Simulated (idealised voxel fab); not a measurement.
Process module, titled voxel lift off
Section cut is 210 nm wide and gridded with 5 nm square cells.
Just so we're on the same page, the cross-sections are grids of square cells, and they're listed out in bands top to bottom, each band one or more rows deep.
Heads up on the band format: heights come first, top then bottom, in nm. After that it's the materials left to right, each with its width in nm. A single material flagged "all across" fills the whole band edge to edge, and "air" means there's empty space there.
Heights are measured from 0, the level below which the as-received wafer is all one material; the lowest band has no bottom and continues downward, written as in "top 0, no bottom".
Think of "30 to 40" as a width that walks from the first number to the second as you go down the band, top row to bottom row, taking equal-sized steps from row to row.
It should be understood that the words "stayed the same", when stated for a given step, signify that the cross-section underwent no change in any of its cells during that step.
Closed-off voids of 8+ cells (no open route to the top) go in "Enclosed internal voids", written width x height at distance from the left edge, in nm.
The remark found on a step's line after its settings is issued by the simulator itself and pertains to that step.
What "overlay nm" on a step's line means: if the step has a mask, that mask lay this far to the right of its planned place, or, when the value is negative, to the left.

Set out below are the planned steps of the process:
1 RECEIVE [material Si]
2 CONFORMAL_DEP [material SiO2] [thk nm 5]
3 PATTERN [tone open] [mask id LINES] [material resist] [width nm 20] [pitch nm 35] [thk nm 20] [overlay nm 0]
4 DIRECTIONAL_DEP [material Ru] [thk nm 5]
5 STRIP [etch materials resist]
6 CONFORMAL_DEP [material SiCN] [thk nm 10]

Shown in cross-section is the wafer as received, that is, as it stands after step 1:
- top 0, no bottom | Si all across
- Enclosed internal voids: none

The first of the two wafers as seen in cross-section once the module was finished; processing followed the plan:
- top 20, bottom 15 | air: 50, then SiCN: 110, then air: 50
- top 15, bottom 10 | SiCN all across
- top 10, bottom 5 | SiCN: 60, then Ru: 20, then SiCN: 15, then Ru: 20, then SiCN: 15, then Ru: 20, then SiCN: 60
- top 5, bottom 0 | SiO2 all across
- top 0, no bottom | Si all across
- Enclosed internal voids: none

Cross-sectional view of the second of two wafers upon completion of the module. This wafer shared its starting condition and process plan with the first; one error was made during its execution:
- top 10, bottom 5 | air: 60, then Ru: 20, then air: 15, then Ru: 20, then air: 15, then Ru: 20, then air: 60
- top 5, bottom 0 | SiO2 all across
- top 0, no bottom | Si all across
- Enclosed internal voids: none
What was done differently from what was planned? no execution of plan step 6; skipped
Upon completion, the second wafer contains, in terms of cells, a greater or smaller amount of certain materials than the first wafer: -94 SiCN
